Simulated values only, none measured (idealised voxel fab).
You're looking at the process module voxel transistor to metal.
Each square cell in cross-section cut measures 5 nm, and the section as a whole is 155 nm wide.
Each cross-section below is a grid of square cells, stated as bands in top-down order, with one or more rows of cells making up each band. For a band, the entry starts with two heights in nm, that of the top and then that of the bottom, and carries on with the band's materials in order from left to right, each alongside its width in nm; the word "all across" beside a single material means it fills the band edge to edge, and "blank" means empty space. A quick word on heights: they are counted from 0, and under that level the wafer as it came to us is one material throughout. The lowest band is different from the rest in having no bottom; it simply continues downward, written as in "0 nm and below". Quick explanation for "30->40": the width changes in equal steps down the rows of cells, from the first number in the band's top row to the second number in its bottom row. Step marked "no change occurred"? Then no cell in the cross-section changed in it. Empty spaces counting at least 8 cells and having no open way to the top are listed in "Voids, sealed". The notation width x height at distance is used for each, the distance being from the left edge and all three values in nm. Formally, on a step line, whatever follows the settings is a remark that the simulator itself makes on the step. overlay nm: right-of-plan distance of the mask on a masked step; negative values mean left-of-plan. Each of the pairs that make up the rest of this document says: here is the cross-section before one process step, here is the cross-section after it, drawn only down to the lowest band that changed, and here, under the pair, is the step lying between them with its settings. Different pairs may come from different runs of this module on the same starting wafer, so a pair continues from the pair above it only where its entry headed "Pre-step condition" says so.

**Pre-step condition**
    35 nm to 20 nm  blank 50 nm, then SiN 5 nm, then SiO2 5 nm, then SiCN 30 nm, then SiO2 5 nm, then SiN 5 nm, then blank 55 nm
    20 nm to 0 nm  blank 50 nm, then SiN 5 nm, then SiO2 5 nm, then polySi 30 nm, then SiO2 5 nm, then SiN 5 nm, then blank 55 nm
    0 nm to -5 nm  SiO2 20 nm, then SiN 5 nm, then blank 25 nm, then SiN 5 nm, then SiO2 5 nm, then polySi 30 nm, then SiO2 5 nm, then SiN 5 nm, then blank 25 nm, then SiN 5 nm, then SiO2 25 nm
    -5 nm to -10 nm  SiO2 all across
    -10 nm to -50 nm  SiO2 25 nm, then Si 100 nm, then SiO2 30 nm
    -50 nm and below  Si all across
    Voids, sealed: none

**Post-Step Snapshot**
    35 nm to 30 nm  blank 50 nm, then SiN 5 nm, then blank 5 nm, then SiCN 30 nm, then blank 5 nm, then SiN 5 nm, then blank 55 nm
    30 nm to 20 nm  blank 50 nm, then SiN 5 nm, then SiO2 5 nm, then SiCN 30 nm, then SiO2 5 nm, then SiN 5 nm, then blank 55 nm
    20 nm to 0 nm  blank 50 nm, then SiN 5 nm, then SiO2 5 nm, then polySi 30 nm, then SiO2 5 nm, then SiN 5 nm, then blank 55 nm
    0 nm to -5 nm  blank 20 nm, then SiN 5 nm, then blank 25 nm, then SiN 5 nm, then SiO2 5 nm, then polySi 30 nm, then SiO2 5 nm, then SiN 5 nm, then blank 25 nm, then SiN 5 nm, then blank 25 nm
    -5 nm to -10 nm  SiO2 25 nm, then blank 25 nm, then SiO2 50 nm, then blank 25 nm, then SiO2 30 nm
    Under -10: no change, same as before.
    Voids, sealed: none
Going from one cross-section above to the next, the wafer undergoes DIRECTIONAL_ETCH (etch materials SiO2; depth nm 5)

Pre-step condition: check the pair just above; its after cross-section is our before state.

**Post-Step Snapshot**
    35 nm to 30 nm  blank 50 nm, then SiN 5 nm, then blank 5 nm, then SiCN 30 nm, then blank 5 nm, then SiN 5 nm, then blank 55 nm
    30 nm to 20 nm  blank 50 nm, then SiN 5 nm, then SiO2 5 nm, then SiCN 30 nm, then SiO2 5 nm, then SiN 5 nm, then blank 55 nm
    20 nm to 0 nm  blank 50 nm, then SiN 5 nm, then SiO2 5 nm, then polySi 30 nm, then SiO2 5 nm, then SiN 5 nm, then blank 55 nm
    0 nm to -5 nm  blank 20 nm, then SiN 5 nm, then blank 25 nm, then SiN 5 nm, then SiO2 5 nm, then polySi 30 nm, then SiO2 5 nm, then SiN 5 nm, then blank 25 nm, then SiN 5 nm, then blank 25 nm
    -5 nm to -10 nm  SiO2 25 nm, then blank 25 nm, then SiO2 50 nm, then blank 25 nm, then SiO2 30 nm
    -10 nm to -15 nm  SiO2 25 nm, then blank 25 nm, then Si 50 nm, then blank 25 nm, then SiO2 30 nm
    Under -15: no change, same as before.
    Voids, sealed: none
Going from one cross-section above to the next, the wafer undergoes DIRECTIONAL_ETCH (etch materials Si; depth nm 5)

Pre-step condition: check the pair just above; its after cross-section is our before state.

**Post-Step Snapshot**
    35 nm to 30 nm  blank 50 nm, then SiN 5 nm, then blank 5 nm, then SiCN 30 nm, then blank 5 nm, then SiN 5 nm, then blank 55 nm
    30 nm to 20 nm  blank 50 nm, then SiN 5 nm, then SiO2 5 nm, then SiCN 30 nm, then SiO2 5 nm, then SiN 5 nm, then blank 55 nm
    20 nm to 0 nm  blank 50 nm, then SiN 5 nm, then SiO2 5 nm, then polySi 30 nm, then SiO2 5 nm, then SiN 5 nm, then blank 55 nm
    0 nm to -5 nm  blank 20 nm, then SiN 5 nm, then blank 15 nm, then pSi 10 nm, then SiN 5 nm, then SiO2 5 nm, then polySi 30 nm, then SiO2 5 nm, then SiN 5 nm, then pSi 10 nm, then blank 15 nm, then SiN 5 nm, then blank 25 nm
    -5 nm to -10 nm  SiO2 25 nm, then pSi 25 nm, then SiO2 50 nm, then pSi 25 nm, then SiO2 30 nm
    -10 nm to -15 nm  SiO2 25 nm, then pSi 25 nm, then Si 50 nm, then pSi 25 nm, then SiO2 30 nm
    Under -15: no change, same as before.
    Voids, sealed: none
Going from one cross-section above to the next, the wafer undergoes EPI (material pSi; thk nm 10)

Pre-step condition: check the pair just above; its after cross-section is our before state.

**Post-Step Snapshot**
    40 nm to 35 nm  SiO2 all across
    35 nm to 20 nm  SiO2 50 nm, then SiN 5 nm, then SiO2 5 nm, then SiCN 30 nm, then SiO2 5 nm, then SiN 5 nm, then SiO2 55 nm
    20 nm to 0 nm  SiO2 50 nm, then SiN 5 nm, then SiO2 5 nm, then polySi 30 nm, then SiO2 5 nm, then SiN 5 nm, then SiO2 55 nm
    0 nm to -5 nm  SiO2 20 nm, then SiN 5 nm, then SiO2 15 nm, then pSi 10 nm, then SiN 5 nm, then SiO2 5 nm, then polySi 30 nm, then SiO2 5 nm, then SiN 5 nm, then pSi 10 nm, then SiO2 15 nm, then SiN 5 nm, then SiO2 25 nm
    Under -5: no change, same as before.
    Voids, sealed: none
Going from one cross-section above to the next, the wafer undergoes FILL_DEP (material SiO2; thk nm 5)

Pre-step condition: check the pair just above; its after cross-section is our before state.

**Post-Step Snapshot**
    20 nm to 0 nm  SiO2 50 nm, then SiN 5 nm, then SiO2 5 nm, then polySi 30 nm, then SiO2 5 nm, then SiN 5 nm, then SiO2 55 nm
    Under 0: no change, same as before.
    Voids, sealed: none
Going from one cross-section above to the next, the wafer undergoes CMP (height nm 20)

Pre-step condition: check the pair just above; its after cross-section is our before state.

**Post-Step Snapshot**
    20 nm to 0 nm  SiO2 50 nm, then SiN 5 nm, then SiO2 5 nm, then blank 30 nm, then SiO2 5 nm, then SiN 5 nm, then SiO2 55 nm
    0 nm to -5 nm  SiO2 20 nm, then SiN 5 nm, then SiO2 15 nm, then pSi 10 nm, then SiN 5 nm, then SiO2 5 nm, then blank 30 nm, then SiO2 5 nm, then SiN 5 nm, then pSi 10 nm, then SiO2 15 nm, then SiN 5 nm, then SiO2 25 nm
    Under -5: no change, same as before.
    Voids, sealed: none
Going from one cross-section above to the next, the wafer undergoes STRIP (etch materials polySi)

Pre-step condition: check the pair just above; its after cross-section is our before state.

**Post-Step Snapshot**
    20 nm to 15 nm  blank 50 nm, then SiN 5 nm, then blank 40 nm, then SiN 5 nm, then blank 55 nm
    15 nm to 0 nm  SiO2 50 nm, then SiN 5 nm, then blank 40 nm, then SiN 5 nm, then SiO2 55 nm
    0 nm to -5 nm  SiO2 20 nm, then SiN 5 nm, then SiO2 15 nm, then pSi 10 nm, then SiN 5 nm, then blank 40 nm, then SiN 5 nm, then pSi 10 nm, then SiO2 15 nm, then SiN 5 nm, then SiO2 25 nm
    -5 nm to -10 nm  SiO2 25 nm, then pSi 25 nm, then SiO2 5 nm, then blank 40 nm, then SiO2 5 nm, then pSi 25 nm, then SiO2 30 nm
    Under -10: no change, same as before.
    Voids, sealed: none
Going from one cross-section above to the next, the wafer undergoes SELECTIVE_ETCH (etch materials SiO2; depth nm 5)

Pre-step condition: check the pair just above; its after cross-section is our before state.

**Post-Step Snapshot**
    25 nm to 20 nm  blank 45 nm, then HfO2 15 nm, then blank 30 nm, then HfO2 15 nm, then blank 50 nm
    20 nm to 15 nm  HfO2 50 nm, then SiN 5 nm, then HfO2 5 nm, then blank 30 nm, then HfO2 5 nm, then SiN 5 nm, then HfO2 55 nm
    15 nm to 0 nm  SiO2 50 nm, then SiN 5 nm, then HfO2 5 nm, then blank 30 nm, then HfO2 5 nm, then SiN 5 nm, then SiO2 55 nm
    0 nm to -5 nm  SiO2 20 nm, then SiN 5 nm, then SiO2 15 nm, then pSi 10 nm, then SiN 5 nm, then HfO2 5 nm, then blank 30 nm, then HfO2 5 nm, then SiN 5 nm, then pSi 10 nm, then SiO2 15 nm, then SiN 5 nm, then SiO2 25 nm
    -5 nm to -10 nm  SiO2 25 nm, then pSi 25 nm, then SiO2 5 nm, then HfO2 40 nm, then SiO2 5 nm, then pSi 25 nm, then SiO2 30 nm
    Under -10: no change, same as before.
    Voids, sealed: none
Going from one cross-section above to the next, the wafer undergoes CONFORMAL_DEP (material HfO2; thk nm 5)

Pre-step condition: check the pair just above; its after cross-section is our before state.

**Post-Step Snapshot**
    30 nm to 25 nm  blank 40 nm, then TiN 25 nm, then blank 20 nm, then TiN 25 nm, then blank 45 nm
    25 nm to 20 nm  TiN 45 nm, then HfO2 15 nm, then TiN 5 nm, then blank 20 nm, then TiN 5 nm, then HfO2 15 nm, then TiN 50 nm
    20 nm to 15 nm  HfO2 50 nm, then SiN 5 nm, then HfO2 5 nm, then TiN 5 nm, then blank 20 nm, then TiN 5 nm, then HfO2 5 nm, then SiN 5 nm, then HfO2 55 nm
    15 nm to 0 nm  SiO2 50 nm, then SiN 5 nm, then HfO2 5 nm, then TiN 5 nm, then blank 20 nm, then TiN 5 nm, then HfO2 5 nm, then SiN 5 nm, then SiO2 55 nm
    0 nm to -5 nm  SiO2 20 nm, then SiN 5 nm, then SiO2 15 nm, then pSi 10 nm, then SiN 5 nm, then HfO2 5 nm, then TiN 30 nm, then HfO2 5 nm, then SiN 5 nm, then pSi 10 nm, then SiO2 15 nm, then SiN 5 nm, then SiO2 25 nm
    Under -5: no change, same as before.
    Voids, sealed: none
Going from one cross-section above to the next, the wafer undergoes CONFORMAL_DEP (material TiN; thk nm 5)

Pre-step condition: check the pair just above; its after cross-section is our before state.

**Post-Step Snapshot**
    35 nm to 30 nm  W all across
    30 nm to 25 nm  W 40 nm, then TiN 25 nm, then W 20 nm, then TiN 25 nm, then W 45 nm
    25 nm to 20 nm  TiN 45 nm, then HfO2 15 nm, then TiN 5 nm, then W 20 nm, then TiN 5 nm, then HfO2 15 nm, then TiN 50 nm
    20 nm to 15 nm  HfO2 50 nm, then SiN 5 nm, then HfO2 5 nm, then TiN 5 nm, then W 20 nm, then TiN 5 nm, then HfO2 5 nm, then SiN 5 nm, then HfO2 55 nm
    15 nm to 0 nm  SiO2 50 nm, then SiN 5 nm, then HfO2 5 nm, then TiN 5 nm, then W 20 nm, then TiN 5 nm, then HfO2 5 nm, then SiN 5 nm, then SiO2 55 nm
    Under 0: no change, same as before.
    Voids, sealed: none
Going from one cross-section above to the next, the wafer undergoes FILL_DEP (material W; thk nm 5)

Pre-step condition: check the pair just above; its after cross-section is our before state.

**Post-Step Snapshot**
    15 nm to 0 nm  SiO2 50 nm, then SiN 5 nm, then HfO2 5 nm, then TiN 5 nm, then W 20 nm, then TiN 5 nm, then HfO2 5 nm, then SiN 5 nm, then SiO2 55 nm
    Under 0: no change, same as before.
    Voids, sealed: none
Going from one cross-section above to the next, the wafer undergoes CMP (height nm 15)

Pre-step condition: check the pair just above; its after cross-section is our before state.

**Post-Step Snapshot**
    25 nm to 15 nm  SiO2 all across
    Under 15: no change, same as before.
    Voids, sealed: none
Going from one cross-section above to the next, the wafer undergoes DIRECTIONAL_DEP (material SiO2; thk nm 10)

Pre-step condition: check the pair just above; its after cross-section is our before state.

**Post-Step Snapshot**
    45 nm to 25 nm  resist 25 nm, then blank 20 nm, then resist 60 nm, then blank 20 nm, then resist 30 nm
    Under 25: no change, same as before.
    Voids, sealed: none
Going from one cross-section above to the next, the wafer undergoes PATTERN (tone open; mask id CONTACT; material resist; width nm 20; pitch nm 80; thk nm 20; overlay nm 0)

Pre-step condition: check the pair just above; its after cross-section is our before state.

**Post-Step Snapshot**
    45 nm to 25 nm  resist 25 nm, then blank 20 nm, then resist 60 nm, then blank 20 nm, then resist 30 nm
    25 nm to 15 nm  SiO2 25 nm, then blank 20 nm, then SiO2 60 nm, then blank 20 nm, then SiO2 30 nm
    15 nm to 0 nm  SiO2 25 nm, then blank 20 nm, then SiO2 5 nm, then SiN 5 nm, then HfO2 5 nm, then TiN 5 nm, then W 20 nm, then TiN 5 nm, then HfO2 5 nm, then SiN 5 nm, then SiO2 5 nm, then blank 20 nm, then SiO2 30 nm
    0 nm to -5 nm  SiO2 20 nm, then SiN 5 nm, then blank 15 nm, then pSi 10 nm, then SiN 5 nm, then HfO2 5 nm, then TiN 30 nm, then HfO2 5 nm, then SiN 5 nm, then pSi 10 nm, then blank 15 nm, then SiN 5 nm, then SiO2 25 nm
    Under -5: no change, same as before.
    Voids, sealed: none
Going from one cross-section above to the next, the wafer undergoes DIRECTIONAL_ETCH (etch materials SiO2; depth nm 30)

Pre-step condition: check the pair just above; its after cross-section is our before state.

**Post-Step Snapshot**
    25 nm to 15 nm  SiO2 25 nm, then blank 20 nm, then SiO2 60 nm, then blank 20 nm, then SiO2 30 nm
    Under 15: no change, same as before.
    Voids, sealed: none
Going from one cross-section above to the next, the wafer undergoes STRIP (etch materials resist)

Pre-step condition: check the pair just above; its after cross-section is our before state.

**Post-Step Snapshot**
    30 nm to 25 nm  TiN 30 nm, then blank 10 nm, then TiN 70 nm, then blank 10 nm, then TiN 35 nm
    25 nm to 15 nm  SiO2 25 nm, then TiN 5 nm, then blank 10 nm, then TiN 5 nm, then SiO2 60 nm, then TiN 5 nm, then blank 10 nm, then TiN 5 nm, then SiO2 30 nm
    15 nm to 5 nm  SiO2 25 nm, then TiN 5 nm, then blank 10 nm, then TiN 5 nm, then SiO2 5 nm, then SiN 5 nm, then HfO2 5 nm, then TiN 5 nm, then W 20 nm, then TiN 5 nm, then HfO2 5 nm, then SiN 5 nm, then SiO2 5 nm, then TiN 5 nm, then blank 10 nm, then TiN 5 nm, then SiO2 30 nm
    5 nm to 0 nm  SiO2 25 nm, then TiN 5 nm, then blank 5 nm, then TiN 10 nm, then SiO2 5 nm, then SiN 5 nm, then HfO2 5 nm, then TiN 5 nm, then W 20 nm, then TiN 5 nm, then HfO2 5 nm, then SiN 5 nm, then SiO2 5 nm, then TiN 10 nm, then blank 5 nm, then TiN 5 nm, then SiO2 30 nm
    0 nm to -5 nm  SiO2 20 nm, then SiN 5 nm, then TiN 15 nm, then pSi 10 nm, then SiN 5 nm, then HfO2 5 nm, then TiN 30 nm, then HfO2 5 nm, then SiN 5 nm, then pSi 10 nm, then TiN 15 nm, then SiN 5 nm, then SiO2 25 nm
    Under -5: no change, same as before.
    Voids, sealed: none
Going from one cross-section above to the next, the wafer undergoes CONFORMAL_DEP (material TiN; thk nm 5)

Pre-step condition: check the pair just above; its after cross-section is our before state.

**Post-Step Snapshot**
    40 nm to 30 nm  W all across
    30 nm to 25 nm  TiN 30 nm, then W 10 nm, then TiN 70 nm, then W 10 nm, then TiN 35 nm
    25 nm to 15 nm  SiO2 25 nm, then TiN 5 nm, then W 10 nm, then TiN 5 nm, then SiO2 60 nm, then TiN 5 nm, then W 10 nm, then TiN 5 nm, then SiO2 30 nm
    15 nm to 5 nm  SiO2 25 nm, then TiN 5 nm, then W 10 nm, then TiN 5 nm, then SiO2 5 nm, then SiN 5 nm, then HfO2 5 nm, then TiN 5 nm, then W 20 nm, then TiN 5 nm, then HfO2 5 nm, then SiN 5 nm, then SiO2 5 nm, then TiN 5 nm, then W 10 nm, then TiN 5 nm, then SiO2 30 nm
    5 nm to 0 nm  SiO2 25 nm, then TiN 5 nm, then W 5 nm, then TiN 10 nm, then SiO2 5 nm, then SiN 5 nm, then HfO2 5 nm, then TiN 5 nm, then W 20 nm, then TiN 5 nm, then HfO2 5 nm, then SiN 5 nm, then SiO2 5 nm, then TiN 10 nm, then W 5 nm, then TiN 5 nm, then SiO2 30 nm
    Under 0: no change, same as before.
    Voids, sealed: none
Going from one cross-section above to the next, the wafer undergoes FILL_DEP (material W; thk nm 10)

Pre-step condition: check the pair just above; its after cross-section is our before state.

**Post-Step Snapshot**
    25 nm to 15 nm  SiO2 25 nm, then TiN 5 nm, then W 10 nm, then TiN 5 nm, then SiO2 60 nm, then TiN 5 nm, then W 10 nm, then TiN 5 nm, then SiO2 30 nm
    Under 15: no change, same as before.
    Voids, sealed: none
Going from one cross-section above to the next, the wafer undergoes CMP (height nm 25)

Pre-step condition: check the pair just above; its after cross-section is our before state.

**Post-Step Snapshot**
    30 nm to 25 nm  TiN all across
    Under 25: no change, same as before.
    Voids, sealed: none
Going from one cross-section above to the next, the wafer undergoes DIRECTIONAL_DEP (material TiN; thk nm 5)

Pre-step condition: check the pair just above; its after cross-section is our before state.

**Post-Step Snapshot**
    55 nm to 30 nm  W all across
    Under 30: no change, same as before.
    Voids, sealed: none
Going from one cross-section above to the next, the wafer undergoes DIRECTIONAL_DEP (material W; thk nm 25)

Pre-step condition: check the pair just above; its after cross-section is our before state.

**Post-Step Snapshot**
    75 nm to 55 nm  blank 25 nm, then resist 20 nm, then blank 60 nm, then resist 20 nm, then blank 30 nm
    Under 55: no change, same as before.
    Voids, sealed: none
Going from one cross-section above to the next, the wafer undergoes PATTERN (tone cover; mask id METAL_1; material resist; width nm 20; pitch nm 80; thk nm 20; overlay nm 0)

Pre-step condition: check the pair just above; its after cross-section is our before state.

**Post-Step Snapshot**
    75 nm to 55 nm  blank 25 nm, then resist 20 nm, then blank 60 nm, then resist 20 nm, then blank 30 nm
    55 nm to 30 nm  blank 25 nm, then W 20 nm, then blank 60 nm, then W 20 nm, then blank 30 nm
    Under 30: no change, same as before.
    Voids, sealed: none
Going from one cross-section above to the next, the wafer undergoes DIRECTIONAL_ETCH (etch materials W; depth nm 25)

Pre-step condition: check the pair just above; its after cross-section is our before state.

**Post-Step Snapshot**
    75 nm to 55 nm  blank 25 nm, then resist 20 nm, then blank 60 nm, then resist 20 nm, then blank 30 nm
    55 nm to 30 nm  blank 25 nm, then W 20 nm, then blank 60 nm, then W 20 nm, then blank 30 nm
    30 nm to 25 nm  blank 25 nm, then TiN 20 nm, then blank 60 nm, then TiN 20 nm, then blank 30 nm
    Under 25: no change, same as before.
    Voids, sealed: none
Going from one cross-section above to the next, the wafer undergoes DIRECTIONAL_ETCH (etch materials TiN; depth nm 5)

Pre-step condition: check the pair just above; its after cross-section is our before state.

**Post-Step Snapshot**
    55 nm to 30 nm  blank 25 nm, then W 20 nm, then blank 60 nm, then W 20 nm, then blank 30 nm
    Under 30: no change, same as before.
    Voids, sealed: none
Going from one cross-section above to the next, the wafer undergoes STRIP (etch materials resist)

Pre-step condition: check the pair just above; its after cross-section is our before state.

**Post-Step Snapshot**
    60 nm to 55 nm  blank 20 nm, then SiN 30 nm, then blank 50 nm, then SiN 30 nm, then blank 25 nm
    55 nm to 30 nm  blank 20 nm, then SiN 5 nm, then W 20 nm, then SiN 5 nm, then blank 50 nm, then SiN 5 nm, then W 20 nm, then SiN 5 nm, then blank 25 nm
    30 nm to 25 nm  SiN 25 nm, then TiN 20 nm, then SiN 60 nm, then TiN 20 nm, then SiN 30 nm
    Under 25: no change, same as before.
    Voids, sealed: none
Going from one cross-section above to the next, the wafer undergoes CONFORMAL_DEP (material SiN; thk nm 5)

Pre-step condition: check the pair just above; its after cross-section is our before state.

**Post-Step Snapshot**
    65 nm to 60 nm  SiO2 all across
    60 nm to 55 nm  SiO2 20 nm, then SiN 30 nm, then SiO2 50 nm, then SiN 30 nm, then SiO2 25 nm
    55 nm to 30 nm  SiO2 20 nm, then SiN 5 nm, then W 20 nm, then SiN 5 nm, then SiO2 50 nm, then SiN 5 nm, then W 20 nm, then SiN 5 nm, then SiO2 25 nm
    Under 30: no change, same as before.
    Voids, sealed: none
Going from one cross-section above to the next, the wafer undergoes FILL_DEP (material SiO2; thk nm 5)

Pre-step condition: check the pair just above; its after cross-section is our before state.

**Post-Step Snapshot**
    55 nm to 30 nm  SiO2 20 nm, then SiN 5 nm, then W 20 nm, then SiN 5 nm, then SiO2 50 nm, then SiN 5 nm, then W 20 nm, then SiN 5 nm, then SiO2 25 nm
    Under 30: no change, same as before.
    Voids, sealed: none
Going from one cross-section above to the next, the wafer undergoes CMP (height nm 55)

Pre-step condition: check the pair just above; its after cross-section is our before state.

**Post-Step Snapshot**
    60 nm to 55 nm  SiCN all across
    Under 55: no change, same as before.
    Voids, sealed: none
Going from one cross-section above to the next, the wafer undergoes CONFORMAL_DEP (material SiCN; thk nm 5)

Pre-step condition: check the pair just above; its after cross-section is our before state.

**Post-Step Snapshot**
    95 nm to 60 nm  SiO2 all across
    Under 60: no change, same as before.
    Voids, sealed: none
Going from one cross-section above to the next, the wafer undergoes DIRECTIONAL_DEP (material SiO2; thk nm 35)

Pre-step condition: check the pair just above; its after cross-section is our before state.

**Post-Step Snapshot**
    105 nm to 95 nm  aC all across
    Under 95: no change, same as before.
    Voids, sealed: none
Going from one cross-section above to the next, the wafer undergoes DIRECTIONAL_DEP (material aC; thk nm 10)

Pre-step condition: check the pair just above; its after cross-section is our before state.

**Post-Step Snapshot**
    135 nm to 105 nm  resist 25 nm, then blank 20 nm, then resist 60 nm, then blank 20 nm, then resist 30 nm
    Under 105: no change, same as before.
    Voids, sealed: none
Going from one cross-section above to the next, the wafer undergoes PATTERN (tone open; mask id METAL_2; material resist; width nm 20; pitch nm 80; thk nm 30; overlay nm 0)

Pre-step condition: check the pair just above; its after cross-section is our before state.

**Post-Step Snapshot**
    125 nm to 105 nm  resist 25 nm, then blank 20 nm, then resist 60 nm, then blank 20 nm, then resist 30 nm
    105 nm to 95 nm  aC 25 nm, then blank 20 nm, then aC 60 nm, then blank 20 nm, then aC 30 nm
    Under 95: no change, same as before.
    Voids, sealed: none
Going from one cross-section above to the next, the wafer undergoes DIRECTIONAL_ETCH (etch materials aC; depth nm 10)

Pre-step condition: check the pair just above; its after cross-section is our before state.

**Post-Step Snapshot**
    105 nm to 95 nm  aC 25 nm, then blank 20 nm, then aC 60 nm, then blank 20 nm, then aC 30 nm
    Under 95: no change, same as before.
    Voids, sealed: none
Going from one cross-section above to the next, the wafer undergoes STRIP (etch materials resist)

Pre-step condition: check the pair just above; its after cross-section is our before state.

**Post-Step Snapshot**
    105 nm to 95 nm  aC 25 nm, then blank 20 nm, then aC 60 nm, then blank 20 nm, then aC 30 nm
    95 nm to 75 nm  SiO2 25 nm, then blank 20 nm, then SiO2 60 nm, then blank 20 nm, then SiO2 30 nm
    Under 75: no change, same as before.
    Voids, sealed: none
Going from one cross-section above to the next, the wafer undergoes DIRECTIONAL_ETCH (etch materials SiO2; depth nm 20)

Pre-step condition: check the pair just above; its after cross-section is our before state.

**Post-Step Snapshot**
    95 nm to 75 nm  SiO2 25 nm, then blank 20 nm, then SiO2 60 nm, then blank 20 nm, then SiO2 30 nm
    Under 75: no change, same as before.
    Voids, sealed: none
Going from one cross-section above to the next, the wafer undergoes STRIP (etch materials aC)

Pre-step condition: check the pair just above; its after cross-section is our before state.

**Post-Step Snapshot**
    110 nm to 95 nm  aC 25 nm, then blank 20 nm, then aC 60 nm, then blank 20 nm, then aC 30 nm
    95 nm to 90 nm  SiO2 25 nm, then blank 20 nm, then SiO2 60 nm, then blank 20 nm, then SiO2 30 nm
    90 nm to 75 nm  SiO2 25 nm, then aC 20 nm, then SiO2 60 nm, then aC 20 nm, then SiO2 30 nm
    Under 75: no change, same as before.
    Voids, sealed: none
Going from one cross-section above to the next, the wafer undergoes DIRECTIONAL_DEP (material aC; thk nm 15)

Pre-step condition: check the pair just above; its after cross-section is our before state.

**Post-Step Snapshot**
    140 nm to 110 nm  resist 25 nm, then blank 15 nm, then resist 65 nm, then blank 15 nm, then resist 35 nm
    110 nm to 95 nm  aC 25 nm, then blank 15 nm, then resist 5 nm, then aC 60 nm, then blank 15 nm, then resist 5 nm, then aC 30 nm
    95 nm to 90 nm  SiO2 25 nm, then blank 15 nm, then resist 5 nm, then SiO2 60 nm, then blank 15 nm, then resist 5 nm, then SiO2 30 nm
    Under 90: no change, same as before.
    Voids, sealed: none
Going from one cross-section above to the next, the wafer undergoes PATTERN (tone open; mask id METAL_2_HOLES; material resist; width nm 15; pitch nm 80; thk nm 30; overlay nm 0)

Pre-step condition: check the pair just above; its after cross-section is our before state.

**Post-Step Snapshot**
    125 nm to 110 nm  resist 25 nm, then blank 15 nm, then resist 65 nm, then blank 15 nm, then resist 35 nm
    110 nm to 95 nm  aC 25 nm, then blank 15 nm, then resist 5 nm, then aC 60 nm, then blank 15 nm, then resist 5 nm, then aC 30 nm
    95 nm to 90 nm  SiO2 25 nm, then blank 15 nm, then resist 5 nm, then SiO2 60 nm, then blank 15 nm, then resist 5 nm, then SiO2 30 nm
    90 nm to 75 nm  SiO2 25 nm, then blank 15 nm, then aC 5 nm, then SiO2 60 nm, then blank 15 nm, then aC 5 nm, then SiO2 30 nm
    Under 75: no change, same as before.
    Voids, sealed: none
Going from one cross-section above to the next, the wafer undergoes DIRECTIONAL_ETCH (etch materials aC; depth nm 15)

Pre-step condition: check the pair just above; its after cross-section is our before state.

**Post-Step Snapshot**
    110 nm to 95 nm  aC 25 nm, then blank 20 nm, then aC 60 nm, then blank 20 nm, then aC 30 nm
    95 nm to 90 nm  SiO2 25 nm, then blank 20 nm, then SiO2 60 nm, then blank 20 nm, then SiO2 30 nm
    Under 90: no change, same as before.
    Voids, sealed: none
Going from one cross-section above to the next, the wafer undergoes STRIP (etch materials resist)

Pre-step condition: check the pair just above; its after cross-section is our before state.

**Post-Step Snapshot**
    110 nm to 95 nm  aC 25 nm, then blank 20 nm, then aC 60 nm, then blank 20 nm, then aC 30 nm
    95 nm to 90 nm  SiO2 25 nm, then blank 20 nm, then SiO2 60 nm, then blank 20 nm, then SiO2 30 nm
    90 nm to 75 nm  SiO2 25 nm, then blank 15 nm, then aC 5 nm, then SiO2 60 nm, then blank 15 nm, then aC 5 nm, then SiO2 30 nm
    75 nm to 60 nm  SiO2 25 nm, then blank 15 nm, then SiO2 65 nm, then blank 15 nm, then SiO2 35 nm
    Under 60: no change, same as before.
    Voids, sealed: none
Going from one cross-section above to the next, the wafer undergoes DIRECTIONAL_ETCH (etch materials SiO2; depth nm 15)

Pre-step condition: check the pair just above; its after cross-section is our before state.

**Post-Step Snapshot**
    110 nm to 95 nm  aC 25 nm, then blank 20 nm, then aC 60 nm, then blank 20 nm, then aC 30 nm
    95 nm to 90 nm  SiO2 25 nm, then blank 20 nm, then SiO2 60 nm, then blank 20 nm, then SiO2 30 nm
    90 nm to 75 nm  SiO2 25 nm, then blank 15 nm, then aC 5 nm, then SiO2 60 nm, then blank 15 nm, then aC 5 nm, then SiO2 30 nm
    75 nm to 60 nm  SiO2 25 nm, then blank 15 nm, then SiO2 65 nm, then blank 15 nm, then SiO2 35 nm
    60 nm to 55 nm  SiCN 25 nm, then blank 15 nm, then SiCN 65 nm, then blank 15 nm, then SiCN 35 nm
    Under 55: no change, same as before.
    Voids, sealed: none
Going from one cross-section above to the next, the wafer undergoes DIRECTIONAL_ETCH (etch materials SiCN; depth nm 5)

Pre-step condition: check the pair just above; its after cross-section is our before state.

**Post-Step Snapshot**
    95 nm to 75 nm  SiO2 25 nm, then blank 20 nm, then SiO2 60 nm, then blank 20 nm, then SiO2 30 nm
    Under 75: no change, same as before.
    Voids, sealed: none
Going from one cross-section above to the next, the wafer undergoes STRIP (etch materials aC)

Pre-step condition: check the pair just above; its after cross-section is our before state.

**Post-Step Snapshot**
    100 nm to 95 nm  TiN 30 nm, then blank 10 nm, then TiN 70 nm, then blank 10 nm, then TiN 35 nm
    95 nm to 80 nm  SiO2 25 nm, then TiN 5 nm, then blank 10 nm, then TiN 5 nm, then SiO2 60 nm, then TiN 5 nm, then blank 10 nm, then TiN 5 nm, then SiO2 30 nm
    80 nm to 75 nm  SiO2 25 nm, then TiN 5 nm, then blank 5 nm, then TiN 10 nm, then SiO2 60 nm, then TiN 5 nm, then blank 5 nm, then TiN 10 nm, then SiO2 30 nm
    75 nm to 60 nm  SiO2 25 nm, then TiN 5 nm, then blank 5 nm, then TiN 5 nm, then SiO2 65 nm, then TiN 5 nm, then blank 5 nm, then TiN 5 nm, then SiO2 35 nm
    60 nm to 55 nm  SiCN 25 nm, then TiN 15 nm, then SiCN 65 nm, then TiN 15 nm, then SiCN 35 nm
    Under 55: no change, same as before.
    Voids, sealed: none
Going from one cross-section above to the next, the wafer undergoes CONFORMAL_DEP (material TiN; thk nm 5)

Pre-step condition: check the pair just above; its after cross-section is our before state.

**Post-Step Snapshot**
    110 nm to 100 nm  Cu all across
    100 nm to 95 nm  TiN 30 nm, then Cu 10 nm, then TiN 70 nm, then Cu 10 nm, then TiN 35 nm
    95 nm to 80 nm  SiO2 25 nm, then TiN 5 nm, then Cu 10 nm, then TiN 5 nm, then SiO2 60 nm, then TiN 5 nm, then Cu 10 nm, then TiN 5 nm, then SiO2 30 nm
    80 nm to 75 nm  SiO2 25 nm, then TiN 5 nm, then Cu 5 nm, then TiN 10 nm, then SiO2 60 nm, then TiN 5 nm, then Cu 5 nm, then TiN 10 nm, then SiO2 30 nm
    75 nm to 60 nm  SiO2 25 nm, then TiN 5 nm, then Cu 5 nm, then TiN 5 nm, then SiO2 65 nm, then TiN 5 nm, then Cu 5 nm, then TiN 5 nm, then SiO2 35 nm
    Under 60: no change, same as before.
    Voids, sealed: none
Going from one cross-section above to the next, the wafer undergoes FILL_DEP (material Cu; thk nm 10)
